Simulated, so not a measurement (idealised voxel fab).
Module name: voxel wiring stack (process module)
cross-section cut | 265 nm wide | cells 5 nm
Cross-section layout: square cells on a grid; listed as bands, top to bottom; a band spans one or more cell rows.
For a band, the entry starts with two heights in nm, that of the top and then that of the bottom, and carries on with the band's materials in order from left to right, each alongside its width in nm; the word "everywhere" beside a single material means it fills the band edge to edge, and "air" means empty space.
Note: height 0 marks the level under which the wafer is uniformly one material as received. Lowest band unbounded below, written "0 nm and below".
The two numbers in a width such as "30..40" mark its ends across the band: the first belongs to the top row of cells, the second to the bottom row, and from each row to the next the width moves by the same amount.
Reading "identical to before" for a step: not a cell of the cross-section changed in it.
"Unvented internal voids" contains a list of empty spaces, each no smaller than 8 cells and without an open way to the top, written in the form width x height at distance with the distance from the left edge and all three in nm.
On each step's line, the part that comes after the settings is the simulator's own comment on the step.
A step's line can hold "overlay nm"; with a mask on that step, the setting says how far right of the planned place the mask lay, while a negative setting says it lay to the left.
List of planned process steps
step 1: RECEIVE (material Si)
step 2: CONFORMAL_DEP (material SiO2; thk nm 15)
step 3: DIRECTIONAL_DEP (material TiN; thk nm 5)
step 4: DIRECTIONAL_DEP (material Ru; thk nm 25)
step 5: MASKED_ETCH (tone cover; mask id METAL_1; width nm 25; pitch nm 45; etch materials Ru; depth nm 25; overlay nm 0)
step 6: MASKED_ETCH (tone cover; mask id METAL_1; width nm 25; pitch nm 45; etch materials TiN; depth nm 5; overlay nm 0)
step 7: CONFORMAL_DEP (material SiN; thk nm 5)
step 8: FILL_DEP (material SiO2; thk nm 5)
step 9: CMP (height nm 35)
step 10: CONFORMAL_DEP (material SiCN; thk nm 5)
step 11: DIRECTIONAL_DEP (material lowk; thk nm 30)
step 12: MASKED_ETCH (tone open; mask id METAL_2; width nm 25; pitch nm 45; etch materials lowk; depth nm 15; overlay nm 0)
step 13: DIRECTIONAL_DEP (material aC; thk nm 10)
step 14: PATTERN (tone open; mask id METAL_2_HOLES; material resist; width nm 15; pitch nm 45; thk nm 30; overlay nm 0)
step 15: DIRECTIONAL_ETCH (etch materials aC; depth nm 10)
step 16: STRIP (etch materials resist)
step 17: DIRECTIONAL_ETCH (etch materials lowk; depth nm 15)
step 18: DIRECTIONAL_ETCH (etch materials SiCN; depth nm 5)
step 19: STRIP (etch materials aC)
step 20: CONFORMAL_DEP (material TiN; thk nm 5)
step 21: FILL_DEP (material Cu; thk nm 5)
step 22: CMP (height nm 80)
step 23: CONFORMAL_DEP (material SiCN; thk nm 5)
step 24: DIRECTIONAL_DEP (material SiO2; thk nm 25)
step 25: MASKED_ETCH (tone open; mask id METAL_3_HOLES; width nm 15; pitch nm 45; etch materials SiO2; depth nm 25; overlay nm 0)
step 26: DIRECTIONAL_DEP (material aC; thk nm 15)
step 27: PATTERN (tone open; mask id METAL_3; material resist; width nm 25; pitch nm 45; thk nm 35; overlay nm 0)
step 28: DIRECTIONAL_ETCH (etch materials aC; depth nm 15)
step 29: STRIP (etch materials resist)
step 30: DIRECTIONAL_ETCH (etch materials SiO2; depth nm 15)
step 31: DIRECTIONAL_ETCH (etch materials SiCN; depth nm 5)
step 32: STRIP (etch materials aC)
step 33: CONFORMAL_DEP (material TiN; thk nm 5)
step 34: FILL_DEP (material Cu; thk nm 5)
step 35: CMP (height nm 110)
step 36: CONFORMAL_DEP (material SiCN; thk nm 5)
step 37: DIRECTIONAL_DEP (material lowk; thk nm 30)
step 38: MASKED_ETCH (tone open; mask id METAL_4; width nm 25; pitch nm 45; etch materials lowk; depth nm 20; overlay nm 0)
step 39: PATTERN (tone open; mask id METAL_4_HOLES; material resist; width nm 15; pitch nm 45; thk nm 15; overlay nm 0)
step 40: DIRECTIONAL_ETCH (etch materials lowk; depth nm 10)
step 41: DIRECTIONAL_ETCH (etch materials SiCN; depth nm 5)
step 42: STRIP (etch materials resist)
step 43: CONFORMAL_DEP (material TiN; thk nm 5)
step 44: FILL_DEP (material Cu; thk nm 10)
step 45: CMP (height nm 145)
step 46: CONFORMAL_DEP (material SiN; thk nm 5)
Every wafer here starts from the same state; it is the step 9 height nm that distinguishes them, and the value the plan gives belongs to the first wafer.
As received, i.e. after step 1: cross-section through the first of several wafers
    0 nm and below  Si everywhere
    Unvented internal voids: none
Take a look at the first of several wafers in cross-section: the module is done, and step 46 was its last step
    150 nm to 145 nm  SiN everywhere
    145 nm to 130 nm  lowk 75 nm / TiN 5 nm / Cu 15 nm / TiN 5 nm / lowk 20 nm / TiN 5 nm / Cu 15 nm / TiN 5 nm / lowk 20 nm / TiN 5 nm / Cu 15 nm / TiN 5 nm / lowk 75 nm
    130 nm to 125 nm  lowk 75 nm / TiN 5 nm / Cu 5 nm / TiN 15 nm / lowk 20 nm / TiN 5 nm / Cu 5 nm / TiN 15 nm / lowk 20 nm / TiN 5 nm / Cu 5 nm / TiN 15 nm / lowk 75 nm
    125 nm to 115 nm  lowk 75 nm / TiN 5 nm / Cu 5 nm / TiN 5 nm / lowk 30 nm / TiN 5 nm / Cu 5 nm / TiN 5 nm / lowk 30 nm / TiN 5 nm / Cu 5 nm / TiN 5 nm / lowk 85 nm
    115 nm to 110 nm  SiCN 75 nm / TiN 15 nm / SiCN 30 nm / TiN 15 nm / SiCN 30 nm / TiN 15 nm / SiCN 85 nm
    110 nm to 100 nm  SiO2 75 nm / TiN 5 nm / Cu 15 nm / TiN 5 nm / SiO2 20 nm / TiN 5 nm / Cu 15 nm / TiN 5 nm / SiO2 20 nm / TiN 5 nm / Cu 15 nm / TiN 5 nm / SiO2 75 nm
    100 nm to 95 nm  SiO2 75 nm / TiN 5 nm / Cu 5 nm / TiN 15 nm / SiO2 20 nm / TiN 5 nm / Cu 5 nm / TiN 15 nm / SiO2 20 nm / TiN 5 nm / Cu 5 nm / TiN 15 nm / SiO2 75 nm
    95 nm to 85 nm  SiO2 75 nm / TiN 5 nm / Cu 5 nm / TiN 5 nm / SiO2 30 nm / TiN 5 nm / Cu 5 nm / TiN 5 nm / SiO2 30 nm / TiN 5 nm / Cu 5 nm / TiN 5 nm / SiO2 85 nm
    85 nm to 80 nm  SiCN 75 nm / TiN 15 nm / SiCN 30 nm / TiN 15 nm / SiCN 30 nm / TiN 15 nm / SiCN 85 nm
    80 nm to 75 nm  Cu everywhere
    75 nm to 70 nm  TiN 80 nm / Cu 15 nm / TiN 30 nm / Cu 15 nm / TiN 30 nm / Cu 15 nm / TiN 80 nm
    70 nm to 60 nm  lowk 75 nm / TiN 5 nm / Cu 15 nm / TiN 5 nm / lowk 20 nm / TiN 5 nm / Cu 15 nm / TiN 5 nm / lowk 20 nm / TiN 5 nm / Cu 15 nm / TiN 5 nm / lowk 75 nm
    60 nm to 55 nm  lowk 75 nm / TiN 5 nm / Cu 5 nm / TiN 15 nm / lowk 20 nm / TiN 5 nm / Cu 5 nm / TiN 15 nm / lowk 20 nm / TiN 5 nm / Cu 5 nm / TiN 15 nm / lowk 75 nm
    55 nm to 40 nm  lowk 75 nm / TiN 5 nm / Cu 5 nm / TiN 5 nm / lowk 30 nm / TiN 5 nm / Cu 5 nm / TiN 5 nm / lowk 30 nm / TiN 5 nm / Cu 5 nm / TiN 5 nm / lowk 85 nm
    40 nm to 35 nm  SiCN 75 nm / TiN 15 nm / SiCN 30 nm / TiN 15 nm / SiCN 30 nm / TiN 15 nm / SiCN 85 nm
    35 nm to 20 nm  SiO2 70 nm / SiN 5 nm / Ru 25 nm / SiN 5 nm / SiO2 10 nm / SiN 5 nm / Ru 25 nm / SiN 5 nm / SiO2 10 nm / SiN 5 nm / Ru 25 nm / SiN 5 nm / SiO2 70 nm
    20 nm to 15 nm  SiN 75 nm / TiN 25 nm / SiN 20 nm / TiN 25 nm / SiN 20 nm / TiN 25 nm / SiN 75 nm
    15 nm to 0 nm  SiO2 everywhere
    0 nm and below  Si everywhere
    Unvented internal voids: none
Cross-sectional view of the final wafer of several at the module's end
    150 nm to 145 nm  SiN everywhere
    145 nm to 130 nm  lowk 75 nm / TiN 5 nm / Cu 15 nm / TiN 5 nm / lowk 20 nm / TiN 5 nm / Cu 15 nm / TiN 5 nm / lowk 20 nm / TiN 5 nm / Cu 15 nm / TiN 5 nm / lowk 75 nm
    130 nm to 125 nm  lowk 75 nm / TiN 5 nm / Cu 5 nm / TiN 15 nm / lowk 20 nm / TiN 5 nm / Cu 5 nm / TiN 15 nm / lowk 20 nm / TiN 5 nm / Cu 5 nm / TiN 15 nm / lowk 75 nm
    125 nm to 115 nm  lowk 75 nm / TiN 5 nm / Cu 5 nm / TiN 5 nm / lowk 30 nm / TiN 5 nm / Cu 5 nm / TiN 5 nm / lowk 30 nm / TiN 5 nm / Cu 5 nm / TiN 5 nm / lowk 85 nm
    115 nm to 110 nm  SiCN 75 nm / TiN 15 nm / SiCN 30 nm / TiN 15 nm / SiCN 30 nm / TiN 15 nm / SiCN 85 nm
    110 nm to 100 nm  SiO2 75 nm / TiN 5 nm / Cu 15 nm / TiN 5 nm / SiO2 20 nm / TiN 5 nm / Cu 15 nm / TiN 5 nm / SiO2 20 nm / TiN 5 nm / Cu 15 nm / TiN 5 nm / SiO2 75 nm
    100 nm to 95 nm  SiO2 75 nm / TiN 5 nm / Cu 5 nm / TiN 15 nm / SiO2 20 nm / TiN 5 nm / Cu 5 nm / TiN 15 nm / SiO2 20 nm / TiN 5 nm / Cu 5 nm / TiN 15 nm / SiO2 75 nm
    95 nm to 85 nm  SiO2 75 nm / TiN 5 nm / Cu 5 nm / TiN 5 nm / SiO2 30 nm / TiN 5 nm / Cu 5 nm / TiN 5 nm / SiO2 30 nm / TiN 5 nm / Cu 5 nm / TiN 5 nm / SiO2 85 nm
    85 nm to 80 nm  SiCN 75 nm / TiN 15 nm / SiCN 30 nm / TiN 15 nm / SiCN 30 nm / TiN 15 nm / SiCN 85 nm
    80 nm to 75 nm  lowk 75 nm / TiN 5 nm / Cu 5 nm / TiN 15 nm / lowk 20 nm / TiN 5 nm / Cu 5 nm / TiN 15 nm / lowk 20 nm / TiN 5 nm / Cu 5 nm / TiN 15 nm / lowk 75 nm
    75 nm to 60 nm  lowk 75 nm / TiN 5 nm / Cu 5 nm / TiN 5 nm / lowk 30 nm / TiN 5 nm / Cu 5 nm / TiN 5 nm / lowk 30 nm / TiN 5 nm / Cu 5 nm / TiN 5 nm / lowk 85 nm
    60 nm to 55 nm  SiCN 75 nm / TiN 15 nm / SiCN 30 nm / TiN 15 nm / SiCN 30 nm / TiN 15 nm / SiCN 85 nm
    55 nm to 50 nm  SiO2 everywhere
    50 nm to 45 nm  SiO2 70 nm / SiN 35 nm / SiO2 10 nm / SiN 35 nm / SiO2 10 nm / SiN 35 nm / SiO2 70 nm
    45 nm to 20 nm  SiO2 70 nm / SiN 5 nm / Ru 25 nm / SiN 5 nm / SiO2 10 nm / SiN 5 nm / Ru 25 nm / SiN 5 nm / SiO2 10 nm / SiN 5 nm / Ru 25 nm / SiN 5 nm / SiO2 70 nm
    20 nm to 15 nm  SiN 75 nm / TiN 25 nm / SiN 20 nm / TiN 25 nm / SiN 20 nm / TiN 25 nm / SiN 75 nm
    15 nm to 0 nm  SiO2 everywhere
    0 nm and below  Si everywhere
    Unvented internal voids: none
The following table contains a row per wafer, in which are reported, at the conclusion of the module, the cells of each material gained (+) or lost (-) since the wafer's receipt, with its closed voids given thereafter
height nm 35, +155 Cu, +45 Ru, +132 SiCN, +109 SiN, +457 SiO2, +206 TiN, +486 lowk, Unvented internal voids: none
height nm 40, +102 Cu, +60 Ru, +132 SiCN, +115 SiN, +489 SiO2, +206 TiN, +486 lowk, Unvented internal voids: none
height nm 45, +93 Cu, +75 Ru, +132 SiCN, +121 SiN, +521 SiO2, +162 TiN, +486 lowk, Unvented internal voids: none
height nm 50, +84 Cu, +75 Ru, +132 SiCN, +142 SiN, +553 SiO2, +156 TiN, +448 lowk, Unvented internal voids: none
height nm 55, +75 Cu, +75 Ru, +132 SiCN, +142 SiN, +606 SiO2, +150 TiN, +410 lowk, Unvented internal voids: none
